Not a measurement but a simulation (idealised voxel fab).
The following process module bears the name voxel air gaps.
Square cells of 5 nm make up the cross-section cut, whose width is 150 nm.
In this document a cross-section is written as a grid of square cells. It is given as a series of bands, listed from the top down, and a band is one or more rows of cells.
First you get the band's top height and its bottom height, in nm, and then the materials it's made of, left to right, with each width in nm. If you see a single material with "edge to edge", that one covers the band edge to edge. "air" is empty space.
Heights are reckoned from 0. Under this level, the received wafer is all of one material. The bottommost band is open-ended downward, for example "0 nm and below".
So if you see something like "30..40" for the width, read it as the top row of the band sitting at the first number and the bottom row at the second, with every row in between moving by the same amount as the last.
"all unchanged" -> step changed no cross-section cell.
The label "Enclosed cavities" introduces a list of the empty spaces, 8 cells or larger, that have no open way up to the top; each entry in it reads width x height at distance, where the distance is taken from the left edge and all three are stated in nm.
Where a step's line continues beyond its settings, the continuation is a remark by the simulator itself on that step.
overlay nm: for a step with a mask, the amount by which the mask lay right of where it was planned; a negative amount means left of it.
This section lists the process steps that were planned:
1,RECEIVE | material Si
2,CONFORMAL_DEP | material SiO2 | thk nm 15
3,CONFORMAL_DEP | material SiN | thk nm 5
4,DIRECTIONAL_DEP | material SiO2 | thk nm 35
5,MASKED_ETCH | tone open | mask id LINES | width nm 20 | pitch nm 45 | etch materials SiO2 | depth nm 35 | overlay nm 0
6,CONFORMAL_DEP | material TiN | thk nm 5
7,FILL_DEP | material Ru | thk nm 5
8,CMP | height nm 55
9,EPI | material Ru | thk nm 10
10,SELECTIVE_ETCH | etch materials SiO2 | depth nm 45
11,CONFORMAL_DEP | material SiN | thk nm 5
Incoming wafer, cross-sectional view, post step 1:
    0 nm and below = Si edge to edge
    Enclosed cavities: none
Below is the wafer in cross-section after the module was completed. It began from the starting point shown above and followed the plan shown above, except that one mistake was made while running it:
    70 nm to 65 nm = SiN edge to edge
    65 nm to 55 nm = Ru edge to edge
    55 nm to 25 nm = Ru (15) / TiN (5) / SiO2 (20) / TiN (5) / Ru (15) / TiN (5) / SiO2 (20) / TiN (5) / Ru (15) / TiN (5) / SiO2 (20) / TiN (5) / Ru (15)
    25 nm to 20 nm = TiN (20) / SiO2 (20) / TiN (25) / SiO2 (20) / TiN (25) / SiO2 (20) / TiN (20)
    20 nm to 15 nm = SiN edge to edge
    15 nm to 0 nm = SiO2 edge to edge
    0 nm and below = Si edge to edge
    Enclosed cavities: none
The mistake made against the process plan was this: step 5 ran with different settings than intended, the actual operation and settings being MASKED_ETCH | tone cover | mask id LINES | width nm 20 | pitch nm 45 | etch materials SiO2 | depth nm 35 | overlay nm 0
